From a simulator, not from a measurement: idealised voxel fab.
The document below concerns the process module designated voxel ribs on slabs.
Each square cell in cross-section cut measures 5 nm, and the section as a whole is 240 nm wide.
Cross-section, as written here: a square-cell grid given band by band from the top down, where a band holds one or more rows of cells.
The band entry comprises the height of the band's top followed by the height of its bottom, expressed in nm, and subsequently the band's materials from left to right, each stated together with its width in nm. Where a single material is marked with the word "throughout", that material fills the band from edge to edge. The word "empty" represents empty space.
Height 0 is the level under which the wafer as received is all one material. The lowest band goes on downwards, as in "0..down".
A two-number width, for instance "30..40", indicates that the width is equal to the first number in the top row of the band and to the second number in the bottom row, and that it changes by a constant amount per row of cells.
Given "identical to before" for a step, no cell of the cross-section differs between before and after that step.
"Sealed internal cavities" means: voids of 8 cells or more that are shut off from the top with no open way through. Written width x height at distance, distance from the left edge, in nm.
It should be noted that, on the line of a given step, the content following the step's settings is a remark produced by the simulator itself with respect to that step.
You can add "overlay nm" to a step's line. For a step with a mask, it describes how far the mask lay to the right of its planned position, and a negative number describes a lay to the left.
Every pair from here on: before one process step, after it. The after cross-section reaches only to the lowest band that changed. Below the pair: the step in between and its settings. Pairs can belong to different runs of this module on the same starting wafer; a pair carries on from the pair above only if the entry headed "Pre-step" says so.

PRE-STEP
- 0..down | Si throughout
- Sealed internal cavities: none

RESULTING STRUCTURE
- 30..0 | SiO2 throughout
- Under 0: no change, same as before.
- Sealed internal cavities: none
Formally, the process step situated between the two cross-sections above is DIRECTIONAL_DEP with material SiO2, thk nm 30

Pre-step: just use the after drawing of the pair above as your starting point.

RESULTING STRUCTURE
- 50..30 | SiN throughout
- Under 30: no change, same as before.
- Sealed internal cavities: none
Formally, the process step situated between the two cross-sections above is DIRECTIONAL_DEP with material SiN, thk nm 20

Pre-step: just use the after drawing of the pair above as your starting point.

RESULTING STRUCTURE
- 65..50 | empty 110 | resist 20 | empty 110
- Under 50: no change, same as before.
- Sealed internal cavities: none
Formally, the process step situated between the two cross-sections above is PATTERN with tone cover, mask id RIB, material resist, width nm 20, thk nm 15, overlay nm 0

Pre-step: just use the after drawing of the pair above as your starting point.

RESULTING STRUCTURE
- 65..50 | empty 110 | resist 20 | empty 110
- 50..40 | empty 110 | SiN 20 | empty 110
- Under 40: no change, same as before.
- Sealed internal cavities: none
Formally, the process step situated between the two cross-sections above is DIRECTIONAL_ETCH with etch materials SiN, depth nm 10

Pre-step: just use the after drawing of the pair above as your starting point.

RESULTING STRUCTURE
- 50..40 | empty 110 | SiN 20 | empty 110
- Under 40: no change, same as before.
- Sealed internal cavities: none
Formally, the process step situated between the two cross-sections above is STRIP with etch materials resist

Pre-step: just use the after drawing of the pair above as your starting point.

RESULTING STRUCTURE
- 65..50 | empty 85 | resist 70 | empty 85
- 50..40 | empty 85 | resist 25 | SiN 20 | resist 25 | empty 85
- Under 40: no change, same as before.
- Sealed internal cavities: none
Formally, the process step situated between the two cross-sections above is PATTERN with tone cover, mask id SLAB, material resist, width nm 70, thk nm 15, overlay nm 0

Pre-step: just use the after drawing of the pair above as your starting point.

RESULTING STRUCTURE
- 65..50 | empty 85 | resist 70 | empty 85
- 50..40 | empty 85 | resist 25 | SiN 20 | resist 25 | empty 85
- 40..30 | empty 85 | SiN 70 | empty 85
- Under 30: no change, same as before.
- Sealed internal cavities: none
Formally, the process step situated between the two cross-sections above is DIRECTIONAL_ETCH with etch materials SiN, depth nm 10

Pre-step: just use the after drawing of the pair above as your starting point.

RESULTING STRUCTURE
- 50..40 | empty 110 | SiN 20 | empty 110
- Under 40: no change, same as before.
- Sealed internal cavities: none
Formally, the process step situated between the two cross-sections above is STRIP with etch materials resist

Pre-step: just use the after drawing of the pair above as your starting point.

RESULTING STRUCTURE
- 80..50 | SiO2 throughout
- 50..40 | SiO2 110 | SiN 20 | SiO2 110
- 40..30 | SiO2 85 | SiN 70 | SiO2 85
- Under 30: no change, same as before.
- Sealed internal cavities: none
Formally, the process step situated between the two cross-sections above is FILL_DEP with material SiO2, thk nm 30

Pre-step: just use the after drawing of the pair above as your starting point.

RESULTING STRUCTURE
- 70..50 | SiO2 throughout
- Under 50: no change, same as before.
- Sealed internal cavities: none
Formally, the process step situated between the two cross-sections above is CMP with height nm 70

Pre-step: just use the after drawing of the pair above as your starting point.

RESULTING STRUCTURE
- 80..70 | W throughout
- Under 70: no change, same as before.
- Sealed internal cavities: none
Formally, the process step situated between the two cross-sections above is DIRECTIONAL_DEP with material W, thk nm 10

Pre-step: just use the after drawing of the pair above as your starting point.

RESULTING STRUCTURE
- 80..70 | empty 105 | W 30 | empty 105
- Under 70: no change, same as before.
- Sealed internal cavities: none
Formally, the process step situated between the two cross-sections above is MASKED_ETCH with tone cover, mask id HEATER, width nm 30, etch materials W, depth nm 10, overlay nm 0

Pre-step: just use the after drawing of the pair above as your starting point.

RESULTING STRUCTURE
- 90..80 | empty 95 | SiO2 50 | empty 95
- 80..70 | SiO2 105 | W 30 | SiO2 105
- Under 70: no change, same as before.
- Sealed internal cavities: none
Formally, the process step situated between the two cross-sections above is CONFORMAL_DEP with material SiO2, thk nm 10

PRE-STEP
- 50..30 | SiN throughout
- 30..0 | SiO2 throughout
- 0..down | Si throughout
- Sealed internal cavities: none

RESULTING STRUCTURE
- 70..30 | SiN throughout
- Under 30: no change, same as before.
- Sealed internal cavities: none
Formally, the process step situated between the two cross-sections above is DIRECTIONAL_DEP with material SiN, thk nm 20

Pre-step: just use the after drawing of the pair above as your starting point.

RESULTING STRUCTURE
- 85..70 | empty 110 | resist 20 | empty 110
- Under 70: no change, same as before.
- Sealed internal cavities: none
Formally, the process step situated between the two cross-sections above is PATTERN with tone cover, mask id RIB, material resist, width nm 20, thk nm 15, overlay nm 0

Pre-step: just use the after drawing of the pair above as your starting point.

RESULTING STRUCTURE
- 85..70 | empty 110 | resist 20 | empty 110
- 70..60 | empty 110 | SiN 20 | empty 110
- Under 60: no change, same as before.
- Sealed internal cavities: none
Formally, the process step situated between the two cross-sections above is DIRECTIONAL_ETCH with etch materials SiN, depth nm 10

Pre-step: just use the after drawing of the pair above as your starting point.

RESULTING STRUCTURE
- 70..60 | empty 110 | SiN 20 | empty 110
- Under 60: no change, same as before.
- Sealed internal cavities: none
Formally, the process step situated between the two cross-sections above is STRIP with etch materials resist

Pre-step: just use the after drawing of the pair above as your starting point.

RESULTING STRUCTURE
- 85..70 | empty 85 | resist 70 | empty 85
- 70..60 | empty 85 | resist 25 | SiN 20 | resist 25 | empty 85
- Under 60: no change, same as before.
- Sealed internal cavities: none
Formally, the process step situated between the two cross-sections above is PATTERN with tone cover, mask id SLAB, material resist, width nm 70, thk nm 15, overlay nm 0

Pre-step: just use the after drawing of the pair above as your starting point.

RESULTING STRUCTURE
- 85..70 | empty 85 | resist 70 | empty 85
- 70..60 | empty 85 | resist 25 | SiN 20 | resist 25 | empty 85
- 60..50 | empty 85 | SiN 70 | empty 85
- Under 50: no change, same as before.
- Sealed internal cavities: none
Formally, the process step situated between the two cross-sections above is DIRECTIONAL_ETCH with etch materials SiN, depth nm 10

Pre-step: just use the after drawing of the pair above as your starting point.

RESULTING STRUCTURE
- 70..60 | empty 110 | SiN 20 | empty 110
- Under 60: no change, same as before.
- Sealed internal cavities: none
Formally, the process step situated between the two cross-sections above is STRIP with etch materials resist

Pre-step: just use the after drawing of the pair above as your starting point.

RESULTING STRUCTURE
- 100..70 | SiO2 throughout
- 70..60 | SiO2 110 | SiN 20 | SiO2 110
- 60..50 | SiO2 85 | SiN 70 | SiO2 85
- Under 50: no change, same as before.
- Sealed internal cavities: none
Formally, the process step situated between the two cross-sections above is FILL_DEP with material SiO2, thk nm 30

Pre-step: just use the after drawing of the pair above as your starting point.

RESULTING STRUCTURE
- 70..60 | SiO2 110 | SiN 20 | SiO2 110
- Under 60: no change, same as before.
- Sealed internal cavities: none
Formally, the process step situated between the two cross-sections above is CMP with height nm 70

Pre-step: just use the after drawing of the pair above as your starting point.

RESULTING STRUCTURE
- 80..70 | W throughout
- Under 70: no change, same as before.
- Sealed internal cavities: none
Formally, the process step situated between the two cross-sections above is DIRECTIONAL_DEP with material W, thk nm 10

Pre-step: just use the after drawing of the pair above as your starting point.

RESULTING STRUCTURE
- 80..70 | empty 105 | W 30 | empty 105
- Under 70: no change, same as before.
- Sealed internal cavities: none
Formally, the process step situated between the two cross-sections above is MASKED_ETCH with tone cover, mask id HEATER, width nm 30, etch materials W, depth nm 10, overlay nm 0

Pre-step: just use the after drawing of the pair above as your starting point.

RESULTING STRUCTURE
- 90..80 | empty 95 | SiO2 50 | empty 95
- 80..70 | SiO2 105 | W 30 | SiO2 105
- Under 70: no change, same as before.
- Sealed internal cavities: none
Formally, the process step situated between the two cross-sections above is CONFORMAL_DEP with material SiO2, thk nm 10

PRE-STEP
- 30..0 | SiO2 throughout
- 0..down | Si throughout
- Sealed internal cavities: none

RESULTING STRUCTURE
- 45..30 | empty 110 | resist 20 | empty 110
- Under 30: no change, same as before.
- Sealed internal cavities: none
Formally, the process step situated between the two cross-sections above is PATTERN with tone cover, mask id RIB, material resist, width nm 20, thk nm 15, overlay nm 0

Pre-step: just use the after drawing of the pair above as your starting point.

RESULTING STRUCTURE
- 65..50 | empty 110 | SiN 20 | empty 110
- 50..45 | SiN throughout
- 45..30 | SiN 110 | resist 20 | SiN 110
- Under 30: no change, same as before.
- Sealed internal cavities: none
Formally, the process step situated between the two cross-sections above is DIRECTIONAL_DEP with material SiN, thk nm 20

Pre-step: just use the after drawing of the pair above as your starting point.

RESULTING STRUCTURE
- 55..45 | empty 110 | SiN 20 | empty 110
- 45..40 | empty 110 | resist 20 | empty 110
- Under 40: no change, same as before.
- Sealed internal cavities: none
Formally, the process step situated between the two cross-sections above is DIRECTIONAL_ETCH with etch materials SiN, depth nm 10

Pre-step: just use the after drawing of the pair above as your starting point.

RESULTING STRUCTURE
- 40..30 | SiN 110 | empty 20 | SiN 110
- Under 30: no change, same as before.
- Sealed internal cavities: none
Formally, the process step situated between the two cross-sections above is STRIP with etch materials resist

Pre-step: just use the after drawing of the pair above as your starting point.

RESULTING STRUCTURE
- 55..40 | empty 85 | resist 70 | empty 85
- 40..30 | SiN 110 | resist 20 | SiN 110
- Under 30: no change, same as before.
- Sealed internal cavities: none
Formally, the process step situated between the two cross-sections above is PATTERN with tone cover, mask id SLAB, material resist, width nm 70, thk nm 15, overlay nm 0

Pre-step: just use the after drawing of the pair above as your starting point.

RESULTING STRUCTURE
- 55..40 | empty 85 | resist 70 | empty 85
- 40..30 | empty 85 | SiN 25 | resist 20 | SiN 25 | empty 85
- Under 30: no change, same as before.
- Sealed internal cavities: none
Formally, the process step situated between the two cross-sections above is DIRECTIONAL_ETCH with etch materials SiN, depth nm 10

Pre-step: just use the after drawing of the pair above as your starting point.

RESULTING STRUCTURE
- 40..30 | empty 85 | SiN 25 | empty 20 | SiN 25 | empty 85
- Under 30: no change, same as before.
- Sealed internal cavities: none
Formally, the process step situated between the two cross-sections above is STRIP with etch materials resist

Pre-step: just use the after drawing of the pair above as your starting point.

RESULTING STRUCTURE
- 70..40 | SiO2 throughout
- 40..30 | SiO2 85 | SiN 25 | SiO2 20 | SiN 25 | SiO2 85
- Under 30: no change, same as before.
- Sealed internal cavities: none
Formally, the process step situated between the two cross-sections above is FILL_DEP with material SiO2, thk nm 30

Pre-step: just use the after drawing of the pair above as your starting point.

RESULTING STRUCTURE
- 80..70 | W throughout
- Under 70: no change, same as before.
- Sealed internal cavities: none
Formally, the process step situated between the two cross-sections above is DIRECTIONAL_DEP with material W, thk nm 10

Pre-step: just use the after drawing of the pair above as your starting point.

RESULTING STRUCTURE
- 80..70 | empty 105 | W 30 | empty 105
- Under 70: no change, same as before.
- Sealed internal cavities: none
Formally, the process step situated between the two cross-sections above is MASKED_ETCH with tone cover, mask id HEATER, width nm 30, etch materials W, depth nm 10, overlay nm 0

Pre-step: just use the after drawing of the pair above as your starting point.

RESULTING STRUCTURE
- 90..80 | empty 95 | SiO2 50 | empty 95
- 80..70 | SiO2 105 | W 30 | SiO2 105
- Under 70: no change, same as before.
- Sealed internal cavities: none
Formally, the process step situated between the two cross-sections above is CONFORMAL_DEP with material SiO2, thk nm 10

PRE-STEP
- 30..0 | SiO2 throughout
- 0..down | Si throughout
- Sealed internal cavities: none

RESULTING STRUCTURE
- 45..30 | SiN throughout
- Under 30: no change, same as before.
- Sealed internal cavities: none
Formally, the process step situated between the two cross-sections above is DIRECTIONAL_DEP with material SiN, thk nm 15

Pre-step: just use the after drawing of the pair above as your starting point.

RESULTING STRUCTURE
- 60..45 | empty 110 | resist 20 | empty 110
- Under 45: no change, same as before.
- Sealed internal cavities: none
Formally, the process step situated between the two cross-sections above is PATTERN with tone cover, mask id RIB, material resist, width nm 20, thk nm 15, overlay nm 0

Pre-step: just use the after drawing of the pair above as your starting point.

RESULTING STRUCTURE
- 60..45 | empty 110 | resist 20 | empty 110
- 45..35 | empty 110 | SiN 20 | empty 110
- Under 35: no change, same as before.
- Sealed internal cavities: none
Formally, the process step situated between the two cross-sections above is DIRECTIONAL_ETCH with etch materials SiN, depth nm 10

Pre-step: just use the after drawing of the pair above as your starting point.

RESULTING STRUCTURE
- 45..35 | empty 110 | SiN 20 | empty 110
- Under 35: no change, same as before.
- Sealed internal cavities: none
Formally, the process step situated between the two cross-sections above is STRIP with etch materials resist

Pre-step: just use the after drawing of the pair above as your starting point.

RESULTING STRUCTURE
- 60..45 | empty 85 | resist 70 | empty 85
- 45..35 | empty 85 | resist 25 | SiN 20 | resist 25 | empty 85
- Under 35: no change, same as before.
- Sealed internal cavities: none
Formally, the process step situated between the two cross-sections above is PATTERN with tone cover, mask id SLAB, material resist, width nm 70, thk nm 15, overlay nm 0

Pre-step: just use the after drawing of the pair above as your starting point.

RESULTING STRUCTURE
- 60..45 | empty 85 | resist 70 | empty 85
- 45..35 | empty 85 | resist 25 | SiN 20 | resist 25 | empty 85
- 35..30 | empty 85 | SiN 70 | empty 85
- Under 30: no change, same as before.
- Sealed internal cavities: none
Formally, the process step situated between the two cross-sections above is DIRECTIONAL_ETCH with etch materials SiN, depth nm 10

Pre-step: just use the after drawing of the pair above as your starting point.

RESULTING STRUCTURE
- 45..35 | empty 110 | SiN 20 | empty 110
- Under 35: no change, same as before.
- Sealed internal cavities: none
Formally, the process step situated between the two cross-sections above is STRIP with etch materials resist

Pre-step: just use the after drawing of the pair above as your starting point.

RESULTING STRUCTURE
- 75..45 | SiO2 throughout
- 45..35 | SiO2 110 | SiN 20 | SiO2 110
- 35..30 | SiO2 85 | SiN 70 | SiO2 85
- Under 30: no change, same as before.
- Sealed internal cavities: none
Formally, the process step situated between the two cross-sections above is FILL_DEP with material SiO2, thk nm 30

Pre-step: just use the after drawing of the pair above as your starting point.

RESULTING STRUCTURE
- 70..45 | SiO2 throughout
- Under 45: no change, same as before.
- Sealed internal cavities: none
Formally, the process step situated between the two cross-sections above is CMP with height nm 70

Pre-step: just use the after drawing of the pair above as your starting point.

RESULTING STRUCTURE
- 80..70 | W throughout
- Under 70: no change, same as before.
- Sealed internal cavities: none
Formally, the process step situated between the two cross-sections above is DIRECTIONAL_DEP with material W, thk nm 10

Pre-step: just use the after drawing of the pair above as your starting point.

RESULTING STRUCTURE
- 80..70 | empty 105 | W 30 | empty 105
- Under 70: no change, same as before.
- Sealed internal cavities: none
Formally, the process step situated between the two cross-sections above is MASKED_ETCH with tone cover, mask id HEATER, width nm 30, etch materials W, depth nm 10, overlay nm 0

Pre-step: just use the after drawing of the pair above as your starting point.

RESULTING STRUCTURE
- 90..80 | empty 95 | SiO2 50 | empty 95
- 80..70 | SiO2 105 | W 30 | SiO2 105
- Under 70: no change, same as before.
- Sealed internal cavities: none
Formally, the process step situated between the two cross-sections above is CONFORMAL_DEP with material SiO2, thk nm 10

PRE-STEP
- 50..40 | empty 110 | SiN 20 | empty 110
- 40..30 | SiN throughout
- 30..0 | SiO2 throughout
- 0..down | Si throughout
- Sealed internal cavities: none

RESULTING STRUCTURE
- 65..50 | empty 90 | resist 60 | empty 90
- 50..40 | empty 90 | resist 20 | SiN 20 | resist 20 | empty 90
- Under 40: no change, same as before.
- Sealed internal cavities: none
Formally, the process step situated between the two cross-sections above is PATTERN with tone cover, mask id SLAB, material resist, width nm 60, thk nm 15, overlay nm 0

Pre-step: just use the after drawing of the pair above as your starting point.

RESULTING STRUCTURE
- 65..50 | empty 90 | resist 60 | empty 90
- 50..40 | empty 90 | resist 20 | SiN 20 | resist 20 | empty 90
- 40..30 | empty 90 | SiN 60 | empty 90
- Under 30: no change, same as before.
- Sealed internal cavities: none
Formally, the process step situated between the two cross-sections above is DIRECTIONAL_ETCH with etch materials SiN, depth nm 10

Pre-step: just use the after drawing of the pair above as your starting point.

RESULTING STRUCTURE
- 50..40 | empty 110 | SiN 20 | empty 110
- Under 40: no change, same as before.
- Sealed internal cavities: none
Formally, the process step situated between the two cross-sections above is STRIP with etch materials resist

Pre-step: just use the after drawing of the pair above as your starting point.

RESULTING STRUCTURE
- 80..50 | SiO2 throughout
- 50..40 | SiO2 110 | SiN 20 | SiO2 110
- 40..30 | SiO2 90 | SiN 60 | SiO2 90
- Under 30: no change, same as before.
- Sealed internal cavities: none
Formally, the process step situated between the two cross-sections above is FILL_DEP with material SiO2, thk nm 30

Pre-step: just use the after drawing of the pair above as your starting point.

RESULTING STRUCTURE
- 70..50 | SiO2 throughout
- Under 50: no change, same as before.
- Sealed internal cavities: none
Formally, the process step situated between the two cross-sections above is CMP with height nm 70

Pre-step: just use the after drawing of the pair above as your starting point.

RESULTING STRUCTURE
- 80..70 | W throughout
- Under 70: no change, same as before.
- Sealed internal cavities: none
Formally, the process step situated between the two cross-sections above is DIRECTIONAL_DEP with material W, thk nm 10

Pre-step: just use the after drawing of the pair above as your starting point.

RESULTING STRUCTURE
- 80..70 | empty 105 | W 30 | empty 105
- Under 70: no change, same as before.
- Sealed internal cavities: none
Formally, the process step situated between the two cross-sections above is MASKED_ETCH with tone cover, mask id HEATER, width nm 30, etch materials W, depth nm 10, overlay nm 0

Pre-step: just use the after drawing of the pair above as your starting point.

RESULTING STRUCTURE
- 90..80 | empty 95 | SiO2 50 | empty 95
- 80..70 | SiO2 105 | W 30 | SiO2 105
- Under 70: no change, same as before.
- Sealed internal cavities: none
Formally, the process step situated between the two cross-sections above is CONFORMAL_DEP with material SiO2, thk nm 10

PRE-STEP
- 50..40 | empty 110 | SiN 20 | empty 110
- 40..30 | SiN throughout
- 30..0 | SiO2 throughout
- 0..down | Si throughout
- Sealed internal cavities: none

RESULTING STRUCTURE
- 65..50 | empty 75 | resist 70 | empty 95
- 50..40 | empty 75 | resist 35 | SiN 20 | resist 15 | empty 95
- Under 40: no change, same as before.
- Sealed internal cavities: none
Formally, the process step situated between the two cross-sections above is PATTERN with tone cover, mask id SLAB, material resist, width nm 70, thk nm 15, overlay nm -10

Pre-step: just use the after drawing of the pair above as your starting point.

RESULTING STRUCTURE
- 65..50 | empty 75 | resist 70 | empty 95
- 50..40 | empty 75 | resist 35 | SiN 20 | resist 15 | empty 95
- 40..30 | empty 75 | SiN 70 | empty 95
- Under 30: no change, same as before.
- Sealed internal cavities: none
Formally, the process step situated between the two cross-sections above is DIRECTIONAL_ETCH with etch materials SiN, depth nm 10

Pre-step: just use the after drawing of the pair above as your starting point.

RESULTING STRUCTURE
- 50..40 | empty 110 | SiN 20 | empty 110
- Under 40: no change, same as before.
- Sealed internal cavities: none
Formally, the process step situated between the two cross-sections above is STRIP with etch materials resist

Pre-step: just use the after drawing of the pair above as your starting point.

RESULTING STRUCTURE
- 80..50 | SiO2 throughout
- 50..40 | SiO2 110 | SiN 20 | SiO2 110
- 40..30 | SiO2 75 | SiN 70 | SiO2 95
- Under 30: no change, same as before.
- Sealed internal cavities: none
Formally, the process step situated between the two cross-sections above is FILL_DEP with material SiO2, thk nm 30

Pre-step: just use the after drawing of the pair above as your starting point.

RESULTING STRUCTURE
- 70..50 | SiO2 throughout
- Under 50: no change, same as before.
- Sealed internal cavities: none
Formally, the process step situated between the two cross-sections above is CMP with height nm 70

Pre-step: just use the after drawing of the pair above as your starting point.

RESULTING STRUCTURE
- 80..70 | W throughout
- Under 70: no change, same as before.
- Sealed internal cavities: none
Formally, the process step situated between the two cross-sections above is DIRECTIONAL_DEP with material W, thk nm 10

Pre-step: just use the after drawing of the pair above as your starting point.

RESULTING STRUCTURE
- 80..70 | empty 105 | W 30 | empty 105
- Under 70: no change, same as before.
- Sealed internal cavities: none
Formally, the process step situated between the two cross-sections above is MASKED_ETCH with tone cover, mask id HEATER, width nm 30, etch materials W, depth nm 10, overlay nm 0

Pre-step: just use the after drawing of the pair above as your starting point.

RESULTING STRUCTURE
- 90..80 | empty 95 | SiO2 50 | empty 95
- 80..70 | SiO2 105 | W 30 | SiO2 105
- Under 70: no change, same as before.
- Sealed internal cavities: none
Formally, the process step situated between the two cross-sections above is CONFORMAL_DEP with material SiO2, thk nm 10

PRE-STEP
- 50..40 | empty 110 | SiN 20 | empty 110
- 40..30 | empty 85 | SiN 70 | empty 85
- 30..0 | SiO2 throughout
- 0..down | Si throughout
- Sealed internal cavities: none

RESULTING STRUCTURE
- 80..50 | W throughout
- 50..40 | W 110 | SiN 20 | W 110
- 40..30 | W 85 | SiN 70 | W 85
- Under 30: no change, same as before.
- Sealed internal cavities: none
Formally, the process step situated between the two cross-sections above is FILL_DEP with material W, thk nm 30

Pre-step: just use the after drawing of the pair above as your starting point.

RESULTING STRUCTURE
- 70..50 | W throughout
- Under 50: no change, same as before.
- Sealed internal cavities: none
Formally, the process step situated between the two cross-sections above is CMP with height nm 70

Pre-step: just use the after drawing of the pair above as your starting point.

RESULTING STRUCTURE
- 80..50 | W throughout
- Under 50: no change, same as before.
- Sealed internal cavities: none
Formally, the process step situated between the two cross-sections above is DIRECTIONAL_DEP with material W, thk nm 10

Pre-step: just use the after drawing of the pair above as your starting point.

RESULTING STRUCTURE
- 80..70 | empty 105 | W 30 | empty 105
- Under 70: no change, same as before.
- Sealed internal cavities: none
Formally, the process step situated between the two cross-sections above is MASKED_ETCH with tone cover, mask id HEATER, width nm 30, etch materials W, depth nm 10, overlay nm 0

Pre-step: just use the after drawing of the pair above as your starting point.

RESULTING STRUCTURE
- 90..80 | empty 95 | SiO2 50 | empty 95
- 80..70 | SiO2 105 | W 30 | SiO2 105
- Under 70: no change, same as before.
- Sealed internal cavities: none
Formally, the process step situated between the two cross-sections above is CONFORMAL_DEP with material SiO2, thk nm 10

PRE-STEP
- 50..30 | SiN throughout
- 30..0 | SiO2 throughout
- 0..down | Si throughout
- Sealed internal cavities: none

RESULTING STRUCTURE
- 65..50 | resist 110 | empty 20 | resist 110
- Under 50: no change, same as before.
- Sealed internal cavities: none
Formally, the process step situated between the two cross-sections above is PATTERN with tone open, mask id RIB, material resist, width nm 20, thk nm 15, overlay nm 0

Pre-step: just use the after drawing of the pair above as your starting point.

RESULTING STRUCTURE
- 65..50 | resist 110 | empty 20 | resist 110
- 50..40 | SiN 110 | empty 20 | SiN 110
- Under 40: no change, same as before.
- Sealed internal cavities: none
Formally, the process step situated between the two cross-sections above is DIRECTIONAL_ETCH with etch materials SiN, depth nm 10

Pre-step: just use the after drawing of the pair above as your starting point.

RESULTING STRUCTURE
- 50..40 | SiN 110 | empty 20 | SiN 110
- Under 40: no change, same as before.
- Sealed internal cavities: none
Formally, the process step situated between the two cross-sections above is STRIP with etch materials resist

Pre-step: just use the after drawing of the pair above as your starting point.

RESULTING STRUCTURE
- 65..50 | empty 85 | resist 70 | empty 85
- 50..40 | SiN 110 | resist 20 | SiN 110
- Under 40: no change, same as before.
- Sealed internal cavities: none
Formally, the process step situated between the two cross-sections above is PATTERN with tone cover, mask id SLAB, material resist, width nm 70, thk nm 15, overlay nm 0

Pre-step: just use the after drawing of the pair above as your starting point.

RESULTING STRUCTURE
- 65..50 | empty 85 | resist 70 | empty 85
- 50..40 | empty 85 | SiN 25 | resist 20 | SiN 25 | empty 85
- Under 40: no change, same as before.
- Sealed internal cavities: none
Formally, the process step situated between the two cross-sections above is DIRECTIONAL_ETCH with etch materials SiN, depth nm 10

Pre-step: just use the after drawing of the pair above as your starting point.

RESULTING STRUCTURE
- 50..40 | empty 85 | SiN 25 | empty 20 | SiN 25 | empty 85
- Under 40: no change, same as before.
- Sealed internal cavities: none
Formally, the process step situated between the two cross-sections above is STRIP with etch materials resist

Pre-step: just use the after drawing of the pair above as your starting point.

RESULTING STRUCTURE
- 80..50 | SiO2 throughout
- 50..40 | SiO2 85 | SiN 25 | SiO2 20 | SiN 25 | SiO2 85
- Under 40: no change, same as before.
- Sealed internal cavities: none
Formally, the process step situated between the two cross-sections above is FILL_DEP with material SiO2, thk nm 30

Pre-step: just use the after drawing of the pair above as your starting point.

RESULTING STRUCTURE
- 70..50 | SiO2 throughout
- Under 50: no change, same as before.
- Sealed internal cavities: none
Formally, the process step situated between the two cross-sections above is CMP with height nm 70

Pre-step: just use the after drawing of the pair above as your starting point.

RESULTING STRUCTURE
- 80..70 | W throughout
- Under 70: no change, same as before.
- Sealed internal cavities: none
Formally, the process step situated between the two cross-sections above is DIRECTIONAL_DEP with material W, thk nm 10

Pre-step: just use the after drawing of the pair above as your starting point.

RESULTING STRUCTURE
- 80..70 | empty 105 | W 30 | empty 105
- Under 70: no change, same as before.
- Sealed internal cavities: none
Formally, the process step situated between the two cross-sections above is MASKED_ETCH with tone cover, mask id HEATER, width nm 30, etch materials W, depth nm 10, overlay nm 0

Pre-step: just use the after drawing of the pair above as your starting point.

RESULTING STRUCTURE
- 90..80 | empty 95 | SiO2 50 | empty 95
- 80..70 | SiO2 105 | W 30 | SiO2 105
- Under 70: no change, same as before.
- Sealed internal cavities: none
Formally, the process step situated between the two cross-sections above is CONFORMAL_DEP with material SiO2, thk nm 10
